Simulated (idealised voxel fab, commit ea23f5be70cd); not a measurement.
This is a process module. Its name is voxel lift off.
Cross-section cut: width 295 nm, square cells of 5 nm.
We lay out every cross-section as a grid of square cells and spell it out in bands from the top down, where one band means one or more rows of cells.
First you get the band's top height and its bottom height, in nm, and then the materials it's made of, left to right, with each width in nm. If you see a single material with "full width", that one covers the band edge to edge. "blank" is empty space.
Basically, 0 is our baseline, since under it the wafer straight out of the box is all one material. The bottom band has no lower end and keeps on going down, so it looks like "z 0 and below".
The two numbers in a width such as "30->40" mark its ends across the band: the first belongs to the top row of cells, the second to the bottom row, and from each row to the next the width moves by the same amount.
Basically "no alteration" means that step didn't change any cell in the cross-section.
The list in "Sealed-off cavities" covers empty spaces of 8 cells or more that cannot reach the top through any open way, and it gives each as width x height at distance; the distance is from the left edge, and width, height and distance are in nm.
Whatever follows a step's settings on its line is a remark the simulator itself makes about that step.
The optional step-line setting "overlay nm" applies to steps with a mask and quantifies how far to the right of its planned location the mask lay, a negative value indicating leftward placement.
### Process steps foreseen in the plan
step 1: RECEIVE | material Si
step 2: CONFORMAL_DEP | material SiO2 | thk nm 15
step 3: PATTERN | tone open | mask id LINES | material resist | width nm 20 | pitch nm 40 | thk nm 15 | overlay nm 0
step 4: DIRECTIONAL_DEP | material Ru | thk nm 5
step 5: STRIP | etch materials resist
step 6: CONFORMAL_DEP | material SiCN | thk nm 5
### as received, after step 1
  z 0 and below | Si full width
  Sealed-off cavities: none
### The cross-section shown corresponds to the wafer at the conclusion of the module. The initial structure and the process plan are those presented above; however, one mistake occurred in executing the plan
  z 40 to 35 | blank=110 | SiCN=30 | blank=10 | SiCN=30 | blank=115
  z 35 to 30 | SiCN=115 | Ru=20 | SiCN=20 | Ru=20 | SiCN=120
  z 30 to 0 | SiO2 full width
  z 0 and below | Si full width
  Sealed-off cavities: none
Want to know what went wrong? step 2 of the plan saw execution twice
